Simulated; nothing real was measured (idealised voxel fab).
The document below concerns the process module designated voxel self aligned contacts.
The figure presents cross-section cut, which has a width of 255 nm and is divided into square cells with an edge length of 5 nm.
Heads up, the way a cross-section reads in here is a grid of square cells, handed over as bands from the top down, with every band being one or more rows of cells. Band: top and bottom heights (nm) first, top before bottom; then materials from left to right, widths in nm. "full width" marks a sole material filling the band edge to edge. "air" denotes empty space. Heights are measured from 0, the level below which the as-received wafer is all one material; the lowest band has no bottom and continues downward, written as in "0 -> down". Width: "30 to 40" (first number = top row, second number = bottom row, same change from row to row of cells). A step reported as "identical to before" is a step in which no cell of the cross-section changed. Basically, "Voids lacking openings" tells you about the enclosed voids: empty spaces with no open way to the top, 8 cells or bigger, each written width x height at distance, where distance is from the left edge, all in nm. Text after the settings on a step's line: the simulator's own remark on that step. Steps that use a mask can have "overlay nm" on their line. It says how far the mask sat to the right of where it was meant to be. Negative means to the left.
List of planned process steps:
1) RECEIVE,material Si
2) CONFORMAL_DEP,material SiO2,thk nm 5
3) DIRECTIONAL_DEP,material polySi,thk nm 30
4) DIRECTIONAL_DEP,material SiN,thk nm 20
5) MASKED_ETCH,tone cover,mask id GATE,width nm 35,pitch nm 80,etch materials SiN,depth nm 20,overlay nm 0
6) MASKED_ETCH,tone cover,mask id GATE,width nm 35,pitch nm 80,etch materials polySi,depth nm 30,overlay nm 0
7) CONFORMAL_DEP,material SiN,thk nm 10
8) DIRECTIONAL_ETCH,etch materials SiN,depth nm 10
9) FILL_DEP,material SiO2,thk nm 15
10) CMP,height nm 65
11) PATTERN,tone open,mask id CONTACT,material resist,width nm 65,thk nm 20,overlay nm 0
12) DIRECTIONAL_ETCH,etch materials SiO2,depth nm 65
13) STRIP,etch materials resist
14) CONFORMAL_DEP,material TiN,thk nm 5
15) FILL_DEP,material Ru,thk nm 5
16) CMP,height nm 65
17) CONFORMAL_DEP,material SiCN,thk nm 5
As received, after step 1:
- 0 -> down  Si full width
- Voids lacking openings: none
First wafer at the end, as planned:
- 70 -> 65  SiCN full width
- 65 -> 55  SiO2 (95) / TiN (5 to 25) / Ru (55 to 15) / TiN (5 to 25) / SiO2 (95)
- 55 -> 35  SiO2 (60) / SiN (55) / TiN (5) / Ru (15) / TiN (5) / SiN (55) / SiO2 (60)
- 35 -> 5  SiO2 (60) / SiN (10) / polySi (35) / SiN (10) / TiN (5) / Ru (15) / TiN (5) / SiN (10) / polySi (35) / SiN (10) / SiO2 (60)
- 5 -> 0  SiO2 (115) / TiN (25) / SiO2 (115)
- 0 -> down  Si full width
- Voids lacking openings: none
Second of two wafers, module complete, sectioned: it shares the first wafer's start and plan but was run with one mistake:
- 70 -> 65  SiCN full width
- 65 -> 60  SiO2 (95) / TiN (5) / Ru (55) / TiN (5) / SiO2 (95)
- 60 -> 55  SiO2 (95) / TiN (65) / SiO2 (95)
- 55 -> 35  SiN (80) / SiO2 (15) / SiN (65) / SiO2 (15) / SiN (80)
- 35 -> 5  polySi full width
- 5 -> 0  SiO2 full width
- 0 -> down  Si full width
- Voids lacking openings: none
Plan not followed: step 5: run off-plan, actual operation and settings MASKED_ETCH,tone open,mask id GATE,width nm 35,pitch nm 80,etch materials SiN,depth nm 20,overlay nm 0
Materials where the second wafer ends with more or fewer cells than the first: Ru -33; SiN +44; SiO2 -211; TiN -22; polySi +222
